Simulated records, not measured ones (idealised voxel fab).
Herein follows the process module entitled voxel air gaps.
Square cells of 5 nm make up the cross-section cut, whose width is 170 nm.
A cross-section is written here as square cells arranged in a grid, and it is given in bands from the top down, each band taking up one or more rows of cells. Per band: top height and bottom height in nm, followed by the left-to-right materials and their widths in nm; "full width" marks a single material spanning edge to edge, "blank" marks empty space. Heights from 0 (as-received wafer is one material below). Bottom band endless downward, as "z 0 and below". Note: "30..40" means the width goes from the first number (top row of the band) to the second number (bottom row) in equal steps per row of cells. Where a step carries "remained the same", the cross-section came out of it unchanged, cell for cell. Under "Closed void catalog" you'll find the enclosed gaps, the ones with no way out to the top, that are 8 cells or bigger; each reads width x height at distance, with distance counted from the left edge, everything in nm. It should be noted that, on the line of a given step, the content following the step's settings is a remark produced by the simulator itself with respect to that step. overlay nm: for a step with a mask, the amount by which the mask lay right of where it was planned; a negative amount means left of it.

LISTED BELOW ARE THE PROCESS STEPS AS PLANNED
step 1: RECEIVE: material Si
step 2: CONFORMAL_DEP: material SiO2, thk nm 15
step 3: CONFORMAL_DEP: material SiN, thk nm 5
step 4: DIRECTIONAL_DEP: material SiO2, thk nm 40
step 5: MASKED_ETCH: tone open, mask id LINES, width nm 25, pitch nm 50, etch materials SiO2, depth nm 40, overlay nm 0
step 6: CONFORMAL_DEP: material TiN, thk nm 5
step 7: FILL_DEP: material W, thk nm 5
step 8: CMP: height nm 60
step 9: EPI: material Ru, thk nm 10
step 10: SELECTIVE_ETCH: etch materials SiO2, depth nm 50
step 11: CONFORMAL_DEP: material SiCN, thk nm 5

WAFER CROSS-SECTION ON RECEIPT, I.E. AFTER STEP 1
    z 0 and below: Si full width
    Closed void catalog: none

END STATE OF THE MODULE IN CROSS-SECTION, GIVEN THE ABOVE STARTING POINT AND PLAN AND ONE MISTAKE IN EXECUTION
    z 75 to 70: SiCN full width
    z 70 to 60: Ru (30) / SiCN (5) / Ru (45) / SiCN (5) / Ru (45) / SiCN (5) / Ru (35)
    z 60 to 55: W (15) / TiN (5) / SiCN (25) / TiN (5) / W (15) / TiN (5) / SiCN (25) / TiN (5) / W (15) / TiN (5) / SiCN (25) / TiN (5) / W (20)
    z 55 to 25: W (15) / TiN (5) / SiCN (5) / blank (15) / SiCN (5) / TiN (5) / W (15) / TiN (5) / SiCN (5) / blank (15) / SiCN (5) / TiN (5) / W (15) / TiN (5) / SiCN (5) / blank (15) / SiCN (5) / TiN (5) / W (20)
    z 25 to 20: TiN (20) / SiCN (25) / TiN (25) / SiCN (25) / TiN (25) / SiCN (25) / TiN (25)
    z 20 to 15: SiN full width
    z 15 to 0: SiO2 full width
    z 0 and below: Si full width
    Closed void catalog: 15 x 30 at 25; 15 x 30 at 75; 15 x 30 at 125
Want to know what went wrong? rather than as planned, step 5 actually ran as MASKED_ETCH: tone cover, mask id LINES, width nm 25, pitch nm 50, etch materials SiO2, depth nm 40, overlay nm 0
